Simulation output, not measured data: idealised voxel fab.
process module | voxel gate over fins
cross-section cut | 165 nm wide | cells 5 nm
A cross-section is a grid of square cells, given in bands from the top down. A band is one or more rows of cells.
Each band's line starts with the height of the band's top and of its bottom, in nm. Then come its materials from left to right, each with its width in nm. One material with "throughout" fills the band from edge to edge. "air" is empty space.
Height 0 is the level under which the wafer as received is all one material. The lowest band goes on downwards, as in "0 down".
A width such as "30 to 40" changes by the same amount from each row of cells to the next, from the band's top row to its bottom row.
"no change" after a step means that no cell of the cross-section changed.
closed voids: empty space of 8 cells or more with no open way to the top, each as width x height at its distance from the left edge, in nm
after a step's settings: what the simulator itself notes on the step
overlay nm, on a step with a mask: how far to the right of its planned place the mask lay; to the left if negative
plan
1 op RECEIVE | material Si
2 op CONFORMAL_DEP | material SiN | thk nm 5
3 op PATTERN | tone cover | mask id FINS | material resist | width nm 15 | pitch nm 60 | thk nm 20 | overlay nm 0
4 op DIRECTIONAL_ETCH | etch materials SiN | depth nm 5
5 op DIRECTIONAL_ETCH | etch materials Si | depth nm 30
6 op STRIP | etch materials resist
7 op OXIDIZE | depth nm 5
8 op FILL_DEP | material SiO2 | thk nm 5
9 op CMP | height nm 5
10 op MASKED_ETCH | tone open | mask id RAIL | width nm 15 | etch materials SiO2 | depth nm 30 | overlay nm 0
11 op CONFORMAL_DEP | material TiN | thk nm 5
12 op FILL_DEP | material W | thk nm 10
13 op CMP | height nm 5
14 op SELECTIVE_ETCH | etch materials W Ru TiN | depth nm 25
15 op FILL_DEP | material SiO2 | thk nm 5
16 op CMP | height nm 5
17 op SELECTIVE_ETCH | etch materials SiO2 | depth nm 20
18 op STRIP | etch materials SiN
19 op CONFORMAL_DEP | material HfO2 | thk nm 5
20 op CONFORMAL_DEP | material TiN | thk nm 5
21 op FILL_DEP | material W | thk nm 15
22 op CMP | height nm 20
23 op CONFORMAL_DEP | material SiN | thk nm 10
as received, after step 1
  0 down: Si throughout
  closed voids: none
a wafer at the end: this start, this plan, one mistake
  30 to 20: SiN throughout
  20 to 10: W throughout
  10 to 5: W 10 | HfO2 25 | W 35 | HfO2 25 | W 35 | HfO2 25 | W 10
  5 to 0: W 10 | HfO2 5 | TiN 15 | HfO2 5 | W 35 | HfO2 5 | TiN 15 | HfO2 5 | W 35 | HfO2 5 | TiN 15 | HfO2 5 | W 10
  0 to -5: W 10 | HfO2 5 | TiN 5 | Si 5 | TiN 5 | HfO2 5 | W 35 | HfO2 5 | TiN 5 | Si 5 | TiN 5 | HfO2 5 | W 35 | HfO2 5 | TiN 5 | Si 5 | TiN 5 | HfO2 5 | W 10
  -5 to -10: HfO2 15 | TiN 5 | Si 5 | TiN 5 | HfO2 45 | TiN 5 | Si 5 | TiN 5 | HfO2 45 | TiN 5 | Si 5 | TiN 5 | HfO2 15
  -10 to -15: TiN 20 | Si 5 | TiN 55 | Si 5 | TiN 55 | Si 5 | TiN 20
  -15 to -20: SiO2 20 | Si 5 | SiO2 55 | Si 5 | SiO2 55 | Si 5 | SiO2 20
  -20 to -25: SiO2 20 | Si 5 | SiO2 20 | TiN 15 | SiO2 20 | Si 5 | SiO2 55 | Si 5 | SiO2 20
  -25 to -35: SiO2 20 | Si 5 | SiO2 55 | Si 5 | SiO2 55 | Si 5 | SiO2 20
  -35 down: Si throughout
  closed voids: none
what went wrong: steps 19 and 20 were swapped
